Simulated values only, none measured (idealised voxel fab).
process module | voxel tone inversion
cross-section cut | 270 nm wide | cells 5 nm
A cross-section is a grid of square cells, given in bands from the top down. A band is one or more rows of cells.
Each band's line starts with the height of the band's top and of its bottom, in nm. Then come its materials from left to right, each with its width in nm. One material with "throughout" fills the band from edge to edge. "air" is empty space.
Height 0 is the level under which the wafer as received is all one material. The lowest band goes on downwards, as in "0 down".
A width such as "30 to 40" changes by the same amount from each row of cells to the next, from the band's top row to its bottom row.
"no change" after a step means that no cell of the cross-section changed.
closed voids: empty space of 8 cells or more with no open way to the top, each as width x height at its distance from the left edge, in nm
after a step's settings: what the simulator itself notes on the step
overlay nm, on a step with a mask: how far to the right of its planned place the mask lay; to the left if negative
plan
1 op RECEIVE | material Si
2 op CONFORMAL_DEP | material SiCN | thk nm 5
3 op DIRECTIONAL_DEP | material aC | thk nm 15
4 op PATTERN | tone cover | mask id POSTS | material resist | width nm 25 | pitch nm 55 | thk nm 20 | overlay nm 0
5 op DIRECTIONAL_ETCH | etch materials aC | depth nm 15
6 op STRIP | etch materials resist
7 op FILL_DEP | material lowk | thk nm 5
8 op CMP | height nm 20
9 op STRIP | etch materials aC
first wafer, as planned
as received, after step 1
  0 down: Si throughout
  closed voids: none
after step 2
  5 to 0: SiCN throughout
  below 0: unchanged
after step 3
  20 to 5: aC throughout
  below 5: unchanged
after step 4
  40 to 20: air 65 | resist 25 | air 30 | resist 25 | air 30 | resist 25 | air 70
  below 20: unchanged
after step 5
  25 to 20: air 65 | resist 25 | air 30 | resist 25 | air 30 | resist 25 | air 70
  20 to 5: air 65 | aC 25 | air 30 | aC 25 | air 30 | aC 25 | air 70
  below 5: unchanged
after step 6
  20 to 5: air 65 | aC 25 | air 30 | aC 25 | air 30 | aC 25 | air 70
  below 5: unchanged
after step 7
  25 to 20: lowk throughout
  20 to 5: lowk 65 | aC 25 | lowk 30 | aC 25 | lowk 30 | aC 25 | lowk 70
  below 5: unchanged
after step 8
  20 to 5: lowk 65 | aC 25 | lowk 30 | aC 25 | lowk 30 | aC 25 | lowk 70
  below 5: unchanged
after step 9
  20 to 5: lowk 65 | air 25 | lowk 30 | air 25 | lowk 30 | air 25 | lowk 70
  below 5: unchanged
second wafer: like start, like plan, one mistake. Through step 1 it matches the first wafer
when step 2 should have ended
  15 to 0: aC throughout
  below 0: unchanged
when step 3 should have ended
  20 to 15: SiCN throughout
  below 15: unchanged
when step 4 should have ended
  40 to 20: air 65 | resist 25 | air 30 | resist 25 | air 30 | resist 25 | air 70
  below 20: unchanged
when step 5 should have ended
  25 to 20: air 65 | resist 25 | air 30 | resist 25 | air 30 | resist 25 | air 70
  below 20: unchanged
when step 6 should have ended
  20 to 15: SiCN throughout
  below 15: unchanged
when step 7 should have ended
  25 to 20: lowk throughout
  below 20: unchanged
when step 8 should have ended
  20 to 15: SiCN throughout
  below 15: unchanged
when step 9 should have ended: no change
what went wrong: steps 2 and 3 were swapped
at the end the second wafer has, in cells: 162 more of aC | 117 fewer of lowk
